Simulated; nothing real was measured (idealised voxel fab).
process module | voxel double patterning
cross-section cut | 215 nm wide | cells 5 nm
A cross-section is a grid of square cells, given in bands from the top down. A band is one or more rows of cells.
Each band's line starts with the height of the band's top and of its bottom, in nm. Then come its materials from left to right, each with its width in nm. One material with "throughout" fills the band from edge to edge. "air" is empty space.
Height 0 is the level under which the wafer as received is all one material. The lowest band goes on downwards, as in "0 down".
A width such as "30 to 40" changes by the same amount from each row of cells to the next, from the band's top row to its bottom row.
"no change" after a step means that no cell of the cross-section changed.
closed voids: empty space of 8 cells or more with no open way to the top, each as width x height at its distance from the left edge, in nm
after a step's settings: what the simulator itself notes on the step
overlay nm, on a step with a mask: how far to the right of its planned place the mask lay; to the left if negative
plan
1 op RECEIVE | material Si
2 op CONFORMAL_DEP | material SiO2 | thk nm 10
3 op DIRECTIONAL_DEP | material polySi | thk nm 10
4 op DIRECTIONAL_DEP | material SiN | thk nm 5
5 op DIRECTIONAL_DEP | material aC | thk nm 15
6 op PATTERN | tone open | mask id FIRST | material resist | width nm 15 | pitch nm 50 | thk nm 30 | overlay nm 0
7 op DIRECTIONAL_ETCH | etch materials aC | depth nm 15
8 op STRIP | etch materials resist
9 op DIRECTIONAL_ETCH | etch materials SiN | depth nm 5
10 op STRIP | etch materials aC
11 op MASKED_ETCH | tone open | mask id SECOND | width nm 15 | etch materials SiN | depth nm 5 | overlay nm 0
12 op DIRECTIONAL_ETCH | etch materials polySi | depth nm 10
13 op STRIP | etch materials SiN
as received, after step 1
  0 down: Si throughout
  closed voids: none
a wafer at the end: this start, this plan, one mistake
  15 to 10: polySi throughout
  10 to 0: SiO2 throughout
  0 down: Si throughout
  closed voids: none
what went wrong: step 4 ran as: op DIRECTIONAL_DEP | material polySi | thk nm 5
